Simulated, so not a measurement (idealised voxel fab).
process module | voxel double patterning
cross-section cut | 205 nm wide | cells 5 nm
A cross-section is a grid of square cells, given in bands from the top down. A band is one or more rows of cells.
Each band's line starts with the height of the band's top and of its bottom, in nm. Then come its materials from left to right, each with its width in nm. One material with "throughout" fills the band from edge to edge. "air" is empty space.
Height 0 is the level under which the wafer as received is all one material. The lowest band goes on downwards, as in "0 down".
A width such as "30 to 40" changes by the same amount from each row of cells to the next, from the band's top row to its bottom row.
"no change" after a step means that no cell of the cross-section changed.
closed voids: empty space of 8 cells or more with no open way to the top, each as width x height at its distance from the left edge, in nm
after a step's settings: what the simulator itself notes on the step
overlay nm, on a step with a mask: how far to the right of its planned place the mask lay; to the left if negative
plan
1 op RECEIVE | material Si
2 op CONFORMAL_DEP | material SiO2 | thk nm 10
3 op DIRECTIONAL_DEP | material TiN | thk nm 10
4 op DIRECTIONAL_DEP | material SiN | thk nm 5
5 op MASKED_ETCH | tone open | mask id FIRST | width nm 15 | pitch nm 50 | etch materials SiN | depth nm 5 | overlay nm 0
6 op DIRECTIONAL_DEP | material aC | thk nm 15
7 op PATTERN | tone open | mask id SECOND | material resist | width nm 15 | pitch nm 50 | thk nm 30 | overlay nm 0
8 op DIRECTIONAL_ETCH | etch materials aC | depth nm 15
9 op STRIP | etch materials resist
10 op DIRECTIONAL_ETCH | etch materials SiN | depth nm 5
11 op STRIP | etch materials aC
12 op DIRECTIONAL_ETCH | etch materials TiN | depth nm 10
13 op STRIP | etch materials SiN
as received, after step 1
  0 down: Si throughout
  closed voids: none
a wafer at the end: this start, this plan, one mistake
  25 to 15: TiN 45 | air 15 | TiN 10 | air 15 | TiN 10 | air 15 | TiN 10 | air 15 | TiN 10 | air 15 | TiN 45
  15 to 0: SiO2 throughout
  0 down: Si throughout
  closed voids: none
what went wrong: step 2 ran as: op CONFORMAL_DEP | material SiO2 | thk nm 15
